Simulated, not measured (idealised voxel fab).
Title: Process Module voxel trench capacitor
The figure presents cross-section cut, which has a width of 230 nm and is divided into square cells with an edge length of 5 nm.
Cross-section = grid of square cells, listed top down in bands; band = one or more rows. Each band's line starts with the height of the band's top and of its bottom, in nm. Then come its materials from left to right, each with its width in nm. One material with "edge to edge" fills the band from edge to edge. "air" is empty space. The reference from which all heights are counted is 0, the level beneath which the as-received wafer is entirely one material; the lowest band, having no lower bound, proceeds downward and is written after the example "from 0 down". A two-number width, for instance "30->40", indicates that the width is equal to the first number in the top row of the band and to the second number in the bottom row, and that it changes by a constant amount per row of cells. "no alterations made" (step): cross-section cells unchanged, all of them. Listed in "Closed void roster": every empty space of 8 or more cells without an open way to the top. Form: width x height at distance, the distance being from the left edge, all in nm. That trailing text on a step's line, after the settings, is the simulator's own remark on the step. "overlay nm", when on a step's line for a step with a mask, measures how far to the right of its planned place the mask lay; a negative measure means to the left.
HERE'S WHAT THE PLANNED PROCESS STEPS LOOK LIKE
1,RECEIVE [material Si]
2,CONFORMAL_DEP [material SiN] [thk nm 5]
3,DIRECTIONAL_DEP [material aC] [thk nm 15]
4,PATTERN [tone open] [mask id TRENCH] [material resist] [width nm 20] [pitch nm 40] [thk nm 30] [overlay nm 0]
5,DIRECTIONAL_ETCH [etch materials aC] [depth nm 15]
6,STRIP [etch materials resist]
7,DIRECTIONAL_ETCH [etch materials SiN] [depth nm 5]
8,DIRECTIONAL_ETCH [etch materials Si] [depth nm 25]
9,STRIP [etch materials aC]
10,CONFORMAL_DEP [material SiO2] [thk nm 5]
11,FILL_DEP [material polySi] [thk nm 10]
12,CMP [height nm 5]
HERE'S WHAT THE WAFER LOOKED LIKE IN CROSS-SECTION WHEN IT ARRIVED - THAT'S AFTER STEP 1
  from 0 down: Si edge to edge
  Closed void roster: none
FIRST WAFER AT THE END, AS PLANNED
  from 5 to 0: SiN 85 nm, SiO2 5 nm, polySi 10 nm, SiO2 5 nm, SiN 20 nm, SiO2 5 nm, polySi 10 nm, SiO2 5 nm, SiN 85 nm
  from 0 to -20: Si 85 nm, SiO2 5 nm, polySi 10 nm, SiO2 5 nm, Si 20 nm, SiO2 5 nm, polySi 10 nm, SiO2 5 nm, Si 85 nm
  from -20 to -25: Si 85 nm, SiO2 20 nm, Si 20 nm, SiO2 20 nm, Si 85 nm
  from -25 down: Si edge to edge
  Closed void roster: none
CROSS-SECTIONAL VIEW OF THE SECOND OF TWO WAFERS UPON COMPLETION OF THE MODULE. THIS WAFER SHARED ITS STARTING CONDITION AND PROCESS PLAN WITH THE FIRST; ONE ERROR WAS MADE DURING ITS EXECUTION
  from 5 to 0: SiN 85 nm, SiO2 5 nm, polySi 10 nm, SiO2 5 nm, SiN 20 nm, SiO2 5 nm, polySi 10 nm, SiO2 5 nm, SiN 85 nm
  from 0 to -45: Si 85 nm, SiO2 5 nm, polySi 10 nm, SiO2 5 nm, Si 20 nm, SiO2 5 nm, polySi 10 nm, SiO2 5 nm, Si 85 nm
  from -45 to -50: Si 85 nm, SiO2 20 nm, Si 20 nm, SiO2 20 nm, Si 85 nm
  from -50 down: Si edge to edge
  Closed void roster: none
So what did we get wrong on this run? it should be noted that step 8 of the plan was executed twice
Final difference in cells, second wafer against first, listed per material as more or fewer: -40 Si; +20 SiO2; +20 polySi
